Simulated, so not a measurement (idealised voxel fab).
The process module presented herein is designated voxel wiring stack.
Each square cell in cross-section cut measures 5 nm, and the section as a whole is 205 nm wide.
Cross-section format: a grid of square cells, given as bands from top to bottom; each band is one or more rows of cells.
Look at the band entry: it leads with the top's height and the bottom's height in nm. Then it lists the materials left to right, with a width in nm for each. The word "full width" on a single material says that material fills the band edge to edge. The word "air" is empty space.
Heights are expressed relative to 0, this being the level below which the as-received wafer comprises one material exclusively. The lowest band is unbounded in the downward direction and is denoted as in "0..down".
With a width like "30 to 40", each row of cells in the band differs from the next by the same amount, the top row carrying the first number and the bottom row the second.
Basically "identical to before" means that step didn't change any cell in the cross-section.
For the entry "Fully sealed cavities", the listed items are empty spaces with no open way to the top whose size is 8 cells or more; each item follows the pattern width x height at distance, where distance is from the left edge and all three are in nm.
Where a step's line continues beyond its settings, the continuation is a remark by the simulator itself on that step.
"overlay nm" on a masked step: distance the mask lay right of its planned place, negative for left.
Steps in the process plan
1,RECEIVE [material Si]
2,CONFORMAL_DEP [material SiO2] [thk nm 10]
3,DIRECTIONAL_DEP [material TiN] [thk nm 5]
4,DIRECTIONAL_DEP [material W] [thk nm 20]
5,DIRECTIONAL_DEP [material aC] [thk nm 15]
6,PATTERN [tone cover] [mask id METAL_1] [material resist] [width nm 30] [pitch nm 50] [thk nm 35] [overlay nm 0]
7,DIRECTIONAL_ETCH [etch materials aC] [depth nm 15]
8,STRIP [etch materials resist]
9,DIRECTIONAL_ETCH [etch materials W] [depth nm 20]
10,DIRECTIONAL_ETCH [etch materials TiN] [depth nm 5]
11,STRIP [etch materials aC]
12,FILL_DEP [material lowk] [thk nm 5]
13,CMP [height nm 35]
14,CONFORMAL_DEP [material SiCN] [thk nm 5]
15,DIRECTIONAL_DEP [material lowk] [thk nm 25]
16,MASKED_ETCH [tone open] [mask id METAL_2_HOLES] [width nm 15] [pitch nm 50] [etch materials lowk] [depth nm 25] [overlay nm 0]
17,MASKED_ETCH [tone open] [mask id METAL_2] [width nm 30] [pitch nm 50] [etch materials lowk] [depth nm 15] [overlay nm 0]
18,MASKED_ETCH [tone open] [mask id METAL_2] [width nm 30] [pitch nm 50] [etch materials SiCN] [depth nm 5] [overlay nm 0]
19,CONFORMAL_DEP [material TiN] [thk nm 5]
20,FILL_DEP [material Cu] [thk nm 5]
21,CMP [height nm 65]
22,CONFORMAL_DEP [material SiN] [thk nm 5]
Wafer cross-section on receipt, i.e. after step 1
	0..down | Si full width
	Fully sealed cavities: none
First of two wafers at the end of the module, shown in cross-section; run carried out as planned
	70..65 | SiN full width
	65..55 | 60 nm lowk, 5 nm TiN, 20 nm Cu, 5 nm TiN, 20 nm lowk, 5 nm TiN, 20 nm Cu, 5 nm TiN, 65 nm lowk
	55..50 | 60 nm lowk, 5 nm TiN, 5 nm Cu, 20 nm TiN, 20 nm lowk, 5 nm TiN, 5 nm Cu, 20 nm TiN, 65 nm lowk
	50..40 | 60 nm lowk, 5 nm TiN, 5 nm Cu, 5 nm TiN, 35 nm lowk, 5 nm TiN, 5 nm Cu, 5 nm TiN, 80 nm lowk
	40..35 | 60 nm SiCN, 15 nm TiN, 35 nm SiCN, 15 nm TiN, 80 nm SiCN
	35..15 | 60 nm lowk, 30 nm W, 20 nm lowk, 30 nm W, 65 nm lowk
	15..10 | 60 nm lowk, 30 nm TiN, 20 nm lowk, 30 nm TiN, 65 nm lowk
	10..0 | SiO2 full width
	0..down | Si full width
	Fully sealed cavities: none
End-of-module cross-section of the second wafer: identical starting point and process plan to the first, with one processing mistake
	70..65 | SiN full width
	65..55 | 60 nm lowk, 5 nm TiN, 20 nm Cu, 5 nm TiN, 20 nm lowk, 5 nm TiN, 20 nm Cu, 5 nm TiN, 65 nm lowk
	55..50 | 60 nm lowk, 5 nm TiN, 5 nm Cu, 20 nm TiN, 20 nm lowk, 5 nm TiN, 5 nm Cu, 20 nm TiN, 65 nm lowk
	50..40 | 60 nm lowk, 5 nm TiN, 5 nm Cu, 5 nm TiN, 35 nm lowk, 5 nm TiN, 5 nm Cu, 5 nm TiN, 80 nm lowk
	40..35 | 60 nm SiCN, 15 nm TiN, 35 nm SiCN, 15 nm TiN, 80 nm SiCN
	35..30 | lowk full width
	30..10 | 60 nm lowk, 30 nm W, 20 nm lowk, 30 nm W, 65 nm lowk
	10..0 | SiO2 full width
	0..down | Si full width
	Fully sealed cavities: none
Run error: the plan's step 3 went unexecuted, having been skipped
Bottom line after processing is that, in cells, the second wafer is up or down on some materials versus the first: TiN -12 | lowk +12
